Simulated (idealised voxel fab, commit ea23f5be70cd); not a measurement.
Process module under the name voxel released beams
Pictured: cross-section cut, 215 nm wide, on a grid of 5 nm square cells.
Reading order for cross-sections: top band down to bottom band. Underlying form: a grid of square cells. Band size: one or more rows of cells. Top, bottom (nm), then materials left to right with widths (nm); lone material tagged "throughout" fills the whole band edge to edge; "empty" = empty space. Measure heights from 0. That's the level where, below it, the as-received wafer is all one material. The lowest band is bottomless and extends downward; write it as in "0 down". Width "30->40": first value at the band's top row of cells, second value at its bottom row, equal change from row to row. Any step labelled "no alteration" changed none of the cells in the cross-section. You'll see "Entrapped void list" listing empty spaces that have no way open to the top, as long as they're 8 cells or more; the notation is width x height at distance, where the distance is from the left edge, and all of it is in nm. Anything after a step's settings on that line? It's the simulator's own note about the step. overlay nm: mask offset rightward from planned place, masked step; negative means leftward offset.
Intended process steps:
step 1: RECEIVE, material Si
step 2: CONFORMAL_DEP, material Al2O3, thk nm 5
step 3: DIRECTIONAL_DEP, material SiO2, thk nm 15
step 4: DIRECTIONAL_DEP, material aC, thk nm 15
step 5: PATTERN, tone open, mask id ANCHOR, material resist, width nm 25, thk nm 35, overlay nm 0
step 6: DIRECTIONAL_ETCH, etch materials aC, depth nm 15
step 7: STRIP, etch materials resist
step 8: DIRECTIONAL_ETCH, etch materials SiO2, depth nm 15
step 9: STRIP, etch materials aC
step 10: CONFORMAL_DEP, material SiN, thk nm 15
step 11: PATTERN, tone cover, mask id BEAM, material resist, width nm 95, thk nm 15, overlay nm 0
step 12: DIRECTIONAL_ETCH, etch materials SiN, depth nm 15
step 13: STRIP, etch materials resist
step 14: STRIP, etch materials SiO2
The plan shows the width nm of step 5 as the first wafer had it; this setting differs between the wafers, which start out alike.
The first of several wafers, as received after step 1, seen in section:
0 down = Si throughout
Entrapped void list: none
Per-wafer rows below. For each material: cells gained (+) or lost (-) since the wafer was received, as of end of module. Then: closed voids:
width nm 25, +43 Al2O3, +72 SiN, Entrapped void list: none
width nm 30, +43 Al2O3, +75 SiN, Entrapped void list: none
width nm 35, +43 Al2O3, +75 SiN, Entrapped void list: none
width nm 40, +43 Al2O3, +75 SiN, Entrapped void list: none
width nm 45, +43 Al2O3, +75 SiN, Entrapped void list: none
width nm 50, +43 Al2O3, +75 SiN, Entrapped void list: none
